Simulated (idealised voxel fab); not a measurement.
Documented hereafter: the process module known as voxel capacitor over wiring.
cross-section cut | 255 nm wide | cells 5 nm
Cross-section = grid of square cells, listed top down in bands; band = one or more rows.
Each band's line starts with the height of the band's top and of its bottom, in nm. Then come its materials from left to right, each with its width in nm. One material with "throughout" fills the band from edge to edge. "blank" is empty space.
Height reference: 0 = level under which incoming wafer is all one material. Lowest band: no bottom, runs on downward, e.g. "0 nm and below".
Think of "30..40" as a width that walks from the first number to the second as you go down the band, top row to bottom row, taking equal-sized steps from row to row.
"nothing got changed" -> step changed no cross-section cell.
Basically, "Trapped void list" tells you about the enclosed voids: empty spaces with no open way to the top, 8 cells or bigger, each written width x height at distance, where distance is from the left edge, all in nm.
The remark found on a step's line after its settings is issued by the simulator itself and pertains to that step.
Regarding "overlay nm": on a step with a mask, it is the distance the mask lay to the right of its planned place; a negative value places it to the left.
[Below is the list of planned process steps]
1) RECEIVE, material Si
2) CONFORMAL_DEP, material SiO2, thk nm 15
3) CONFORMAL_DEP, material SiCN, thk nm 5
4) DIRECTIONAL_DEP, material lowk, thk nm 15
5) PATTERN, tone open, mask id METAL_1, material resist, width nm 25, pitch nm 90, thk nm 15, overlay nm 0
6) DIRECTIONAL_ETCH, etch materials lowk, depth nm 15
7) DIRECTIONAL_ETCH, etch materials SiCN, depth nm 5
8) STRIP, etch materials resist
9) CONFORMAL_DEP, material TiN, thk nm 5
10) FILL_DEP, material Cu, thk nm 5
11) CMP, height nm 35
12) EPI, material Ru, thk nm 5
13) FILL_DEP, material SiCN, thk nm 5
14) DIRECTIONAL_DEP, material lowk, thk nm 15
15) DIRECTIONAL_DEP, material aC, thk nm 10
16) PATTERN, tone open, mask id PLUG_1, material resist, width nm 15, thk nm 25, overlay nm 0
17) DIRECTIONAL_ETCH, etch materials aC, depth nm 10
18) STRIP, etch materials resist
19) DIRECTIONAL_ETCH, etch materials lowk, depth nm 15
20) DIRECTIONAL_ETCH, etch materials SiCN, depth nm 5
21) STRIP, etch materials aC
22) EPI, material Ru, thk nm 10
23) EPI, material Ru, thk nm 10
24) DIRECTIONAL_DEP, material TiN, thk nm 5
25) DIRECTIONAL_DEP, material SiN, thk nm 5
26) DIRECTIONAL_DEP, material TiN, thk nm 10
27) MASKED_ETCH, tone cover, mask id UPPER_PLATE, width nm 70, etch materials TiN, depth nm 10, overlay nm 0
28) MASKED_ETCH, tone cover, mask id UPPER_PLATE, width nm 70, etch materials SiN, depth nm 5, overlay nm 0
29) PATTERN, tone cover, mask id LOWER_PLATE, material resist, width nm 80, thk nm 15, overlay nm 0
30) DIRECTIONAL_ETCH, etch materials TiN, depth nm 5
31) STRIP, etch materials resist
32) FILL_DEP, material SiO2, thk nm 15
33) CMP, height nm 90
34) PATTERN, tone open, mask id PLUG_2, material resist, width nm 15, thk nm 15, overlay nm 0
35) DIRECTIONAL_ETCH, etch materials SiO2, depth nm 10
36) STRIP, etch materials resist
37) CONFORMAL_DEP, material TiN, thk nm 5
38) FILL_DEP, material W, thk nm 5
39) CMP, height nm 90
40) CONFORMAL_DEP, material SiN, thk nm 5
[The following pertains to the first of two wafers, which was processed as planned]
[As received (post step 1): cross-section]
0 nm and below: Si throughout
Trapped void list: none
[Cross-sectional representation of the wafer at the conclusion of step 2]
15 nm to 0 nm: SiO2 throughout
Nothing below the height 0 has changed.
[Cross-sectional representation of the wafer at the conclusion of step 3]
20 nm to 15 nm: SiCN throughout
Nothing below the height 15 has changed.
[Cross-sectional representation of the wafer at the conclusion of step 4]
35 nm to 20 nm: lowk throughout
Nothing below the height 20 has changed.
[Cross-sectional representation of the wafer at the conclusion of step 5]
50 nm to 35 nm: resist: 70, then blank: 25, then resist: 65, then blank: 25, then resist: 70
Nothing below the height 35 has changed.
[Cross-sectional representation of the wafer at the conclusion of step 6]
50 nm to 35 nm: resist: 70, then blank: 25, then resist: 65, then blank: 25, then resist: 70
35 nm to 20 nm: lowk: 70, then blank: 25, then lowk: 65, then blank: 25, then lowk: 70
Nothing below the height 20 has changed.
[Cross-sectional representation of the wafer at the conclusion of step 7]
50 nm to 35 nm: resist: 70, then blank: 25, then resist: 65, then blank: 25, then resist: 70
35 nm to 20 nm: lowk: 70, then blank: 25, then lowk: 65, then blank: 25, then lowk: 70
20 nm to 15 nm: SiCN: 70, then blank: 25, then SiCN: 65, then blank: 25, then SiCN: 70
Nothing below the height 15 has changed.
[Cross-sectional representation of the wafer at the conclusion of step 8]
35 nm to 20 nm: lowk: 70, then blank: 25, then lowk: 65, then blank: 25, then lowk: 70
Nothing below the height 20 has changed.
[Cross-sectional representation of the wafer at the conclusion of step 9]
40 nm to 35 nm: TiN: 75, then blank: 15, then TiN: 75, then blank: 15, then TiN: 75
35 nm to 20 nm: lowk: 70, then TiN: 5, then blank: 15, then TiN: 5, then lowk: 65, then TiN: 5, then blank: 15, then TiN: 5, then lowk: 70
20 nm to 15 nm: SiCN: 70, then TiN: 25, then SiCN: 65, then TiN: 25, then SiCN: 70
Nothing below the height 15 has changed.
[Cross-sectional representation of the wafer at the conclusion of step 10]
45 nm to 40 nm: Cu throughout
40 nm to 35 nm: TiN: 75, then Cu: 15, then TiN: 75, then Cu: 15, then TiN: 75
35 nm to 20 nm: lowk: 70, then TiN: 5, then Cu: 15, then TiN: 5, then lowk: 65, then TiN: 5, then Cu: 15, then TiN: 5, then lowk: 70
Nothing below the height 20 has changed.
[Cross-sectional representation of the wafer at the conclusion of step 11]
35 nm to 20 nm: lowk: 70, then TiN: 5, then Cu: 15, then TiN: 5, then lowk: 65, then TiN: 5, then Cu: 15, then TiN: 5, then lowk: 70
Nothing below the height 20 has changed.
[Cross-sectional representation of the wafer at the conclusion of step 12]
40 nm to 35 nm: blank: 65, then Ru: 35, then blank: 55, then Ru: 35, then blank: 65
Nothing below the height 35 has changed.
[Cross-sectional representation of the wafer at the conclusion of step 13]
45 nm to 40 nm: SiCN throughout
40 nm to 35 nm: SiCN: 65, then Ru: 35, then SiCN: 55, then Ru: 35, then SiCN: 65
Nothing below the height 35 has changed.
[Cross-sectional representation of the wafer at the conclusion of step 14]
60 nm to 45 nm: lowk throughout
Nothing below the height 45 has changed.
[Cross-sectional representation of the wafer at the conclusion of step 15]
70 nm to 60 nm: aC throughout
Nothing below the height 60 has changed.
[Cross-sectional representation of the wafer at the conclusion of step 16]
95 nm to 70 nm: resist: 80, then blank: 15, then resist: 160
Nothing below the height 70 has changed.
[Cross-sectional representation of the wafer at the conclusion of step 17]
85 nm to 70 nm: resist: 80, then blank: 15, then resist: 160
70 nm to 60 nm: aC: 80, then blank: 15, then aC: 160
Nothing below the height 60 has changed.
[Cross-sectional representation of the wafer at the conclusion of step 18]
70 nm to 60 nm: aC: 80, then blank: 15, then aC: 160
Nothing below the height 60 has changed.
[Cross-sectional representation of the wafer at the conclusion of step 19]
70 nm to 60 nm: aC: 80, then blank: 15, then aC: 160
60 nm to 45 nm: lowk: 80, then blank: 15, then lowk: 160
Nothing below the height 45 has changed.
[Cross-sectional representation of the wafer at the conclusion of step 20]
70 nm to 60 nm: aC: 80, then blank: 15, then aC: 160
60 nm to 45 nm: lowk: 80, then blank: 15, then lowk: 160
45 nm to 40 nm: SiCN: 80, then blank: 15, then SiCN: 160
Nothing below the height 40 has changed.
[Cross-sectional representation of the wafer at the conclusion of step 21]
60 nm to 45 nm: lowk: 80, then blank: 15, then lowk: 160
Nothing below the height 45 has changed.
[Cross-sectional representation of the wafer at the conclusion of step 22]
60 nm to 50 nm: lowk: 80, then blank: 15, then lowk: 160
50 nm to 45 nm: lowk: 80, then Ru: 15, then lowk: 160
45 nm to 40 nm: SiCN: 80, then Ru: 15, then SiCN: 160
Nothing below the height 40 has changed.
[Cross-sectional representation of the wafer at the conclusion of step 23]
60 nm to 45 nm: lowk: 80, then Ru: 15, then lowk: 160
Nothing below the height 45 has changed.
[Cross-sectional representation of the wafer at the conclusion of step 24]
65 nm to 60 nm: TiN throughout
Nothing below the height 60 has changed.
[Cross-sectional representation of the wafer at the conclusion of step 25]
70 nm to 65 nm: SiN throughout
Nothing below the height 65 has changed.
[Cross-sectional representation of the wafer at the conclusion of step 26]
80 nm to 70 nm: TiN throughout
Nothing below the height 70 has changed.
[Cross-sectional representation of the wafer at the conclusion of step 27]
80 nm to 70 nm: blank: 80, then TiN: 70, then blank: 105
Nothing below the height 70 has changed.
[Cross-sectional representation of the wafer at the conclusion of step 28]
80 nm to 70 nm: blank: 80, then TiN: 70, then blank: 105
70 nm to 65 nm: blank: 80, then SiN: 70, then blank: 105
Nothing below the height 65 has changed.
[Cross-sectional representation of the wafer at the conclusion of step 29]
95 nm to 80 nm: blank: 75, then resist: 80, then blank: 100
80 nm to 70 nm: blank: 75, then resist: 5, then TiN: 70, then resist: 5, then blank: 100
70 nm to 65 nm: blank: 75, then resist: 5, then SiN: 70, then resist: 5, then blank: 100
Nothing below the height 65 has changed.
[Cross-sectional representation of the wafer at the conclusion of step 30]
95 nm to 80 nm: blank: 75, then resist: 80, then blank: 100
80 nm to 70 nm: blank: 75, then resist: 5, then TiN: 70, then resist: 5, then blank: 100
70 nm to 65 nm: blank: 75, then resist: 5, then SiN: 70, then resist: 5, then blank: 100
65 nm to 60 nm: blank: 75, then TiN: 80, then blank: 100
Nothing below the height 60 has changed.
[Cross-sectional representation of the wafer at the conclusion of step 31]
80 nm to 70 nm: blank: 80, then TiN: 70, then blank: 105
70 nm to 65 nm: blank: 80, then SiN: 70, then blank: 105
Nothing below the height 65 has changed.
[Cross-sectional representation of the wafer at the conclusion of step 32]
95 nm to 80 nm: SiO2 throughout
80 nm to 70 nm: SiO2: 80, then TiN: 70, then SiO2: 105
70 nm to 65 nm: SiO2: 80, then SiN: 70, then SiO2: 105
65 nm to 60 nm: SiO2: 75, then TiN: 80, then SiO2: 100
Nothing below the height 60 has changed.
[Cross-sectional representation of the wafer at the conclusion of step 33]
90 nm to 80 nm: SiO2 throughout
Nothing below the height 80 has changed.
[Cross-sectional representation of the wafer at the conclusion of step 34]
105 nm to 90 nm: resist: 90, then blank: 15, then resist: 150
Nothing below the height 90 has changed.
[Cross-sectional representation of the wafer at the conclusion of step 35]
105 nm to 90 nm: resist: 90, then blank: 15, then resist: 150
90 nm to 80 nm: SiO2: 90, then blank: 15, then SiO2: 150
Nothing below the height 80 has changed.
[Cross-sectional representation of the wafer at the conclusion of step 36]
90 nm to 80 nm: SiO2: 90, then blank: 15, then SiO2: 150
Nothing below the height 80 has changed.
[Cross-sectional representation of the wafer at the conclusion of step 37]
95 nm to 90 nm: TiN: 95, then blank: 5, then TiN: 155
90 nm to 85 nm: SiO2: 90, then TiN: 5, then blank: 5, then TiN: 5, then SiO2: 150
85 nm to 80 nm: SiO2: 90, then TiN: 15, then SiO2: 150
Nothing below the height 80 has changed.
[Cross-sectional representation of the wafer at the conclusion of step 38]
100 nm to 95 nm: W throughout
95 nm to 90 nm: TiN: 95, then W: 5, then TiN: 155
90 nm to 85 nm: SiO2: 90, then TiN: 5, then W: 5, then TiN: 5, then SiO2: 150
Nothing below the height 85 has changed.
[Cross-sectional representation of the wafer at the conclusion of step 39]
90 nm to 85 nm: SiO2: 90, then TiN: 5, then W: 5, then TiN: 5, then SiO2: 150
Nothing below the height 85 has changed.
[Cross-sectional representation of the wafer at the conclusion of step 40]
95 nm to 90 nm: SiN throughout
Nothing below the height 90 has changed.
[Second of two: same start, same plan, one run error; steps up to and including 28 match the first]
[Look at the second wafer in cross-section at the time step 29 ought to have finished]
95 nm to 80 nm: blank: 75, then resist: 85, then blank: 95
80 nm to 70 nm: blank: 75, then resist: 5, then TiN: 70, then resist: 10, then blank: 95
70 nm to 65 nm: blank: 75, then resist: 5, then SiN: 70, then resist: 10, then blank: 95
Nothing below the height 65 has changed.
[Look at the second wafer in cross-section at the time step 30 ought to have finished]
95 nm to 80 nm: blank: 75, then resist: 85, then blank: 95
80 nm to 70 nm: blank: 75, then resist: 5, then TiN: 70, then resist: 10, then blank: 95
70 nm to 65 nm: blank: 75, then resist: 5, then SiN: 70, then resist: 10, then blank: 95
65 nm to 60 nm: blank: 75, then TiN: 85, then blank: 95
Nothing below the height 60 has changed.
[Look at the second wafer in cross-section at the time step 31 ought to have finished]
80 nm to 70 nm: blank: 80, then TiN: 70, then blank: 105
70 nm to 65 nm: blank: 80, then SiN: 70, then blank: 105
Nothing below the height 65 has changed.
[Look at the second wafer in cross-section at the time step 32 ought to have finished]
95 nm to 80 nm: SiO2 throughout
80 nm to 70 nm: SiO2: 80, then TiN: 70, then SiO2: 105
70 nm to 65 nm: SiO2: 80, then SiN: 70, then SiO2: 105
65 nm to 60 nm: SiO2: 75, then TiN: 85, then SiO2: 95
Nothing below the height 60 has changed.
[Look at the second wafer in cross-section at the time step 33 ought to have finished]
90 nm to 80 nm: SiO2 throughout
Nothing below the height 80 has changed.
[Look at the second wafer in cross-section at the time step 34 ought to have finished]
105 nm to 90 nm: resist: 90, then blank: 15, then resist: 150
Nothing below the height 90 has changed.
[Look at the second wafer in cross-section at the time step 35 ought to have finished]
105 nm to 90 nm: resist: 90, then blank: 15, then resist: 150
90 nm to 80 nm: SiO2: 90, then blank: 15, then SiO2: 150
Nothing below the height 80 has changed.
[Look at the second wafer in cross-section at the time step 36 ought to have finished]
90 nm to 80 nm: SiO2: 90, then blank: 15, then SiO2: 150
Nothing below the height 80 has changed.
[Look at the second wafer in cross-section at the time step 37 ought to have finished]
95 nm to 90 nm: TiN: 95, then blank: 5, then TiN: 155
90 nm to 85 nm: SiO2: 90, then TiN: 5, then blank: 5, then TiN: 5, then SiO2: 150
85 nm to 80 nm: SiO2: 90, then TiN: 15, then SiO2: 150
Nothing below the height 80 has changed.
[Look at the second wafer in cross-section at the time step 38 ought to have finished]
100 nm to 95 nm: W throughout
95 nm to 90 nm: TiN: 95, then W: 5, then TiN: 155
90 nm to 85 nm: SiO2: 90, then TiN: 5, then W: 5, then TiN: 5, then SiO2: 150
Nothing below the height 85 has changed.
[Look at the second wafer in cross-section at the time step 39 ought to have finished]
90 nm to 85 nm: SiO2: 90, then TiN: 5, then W: 5, then TiN: 5, then SiO2: 150
Nothing below the height 85 has changed.
[Look at the second wafer in cross-section at the time step 40 ought to have finished]
95 nm to 90 nm: SiN throughout
Nothing below the height 90 has changed.
It is concluded that the wafer was processed incorrectly with respect to the plan, in that not per plan at step 29, really ran PATTERN, tone cover, mask id LOWER_PLATE, material resist, width nm 85, thk nm 15, overlay nm 0
The second wafer ends with more or fewer cells of some materials than the first, per final count: -1 SiO2 | +1 TiN
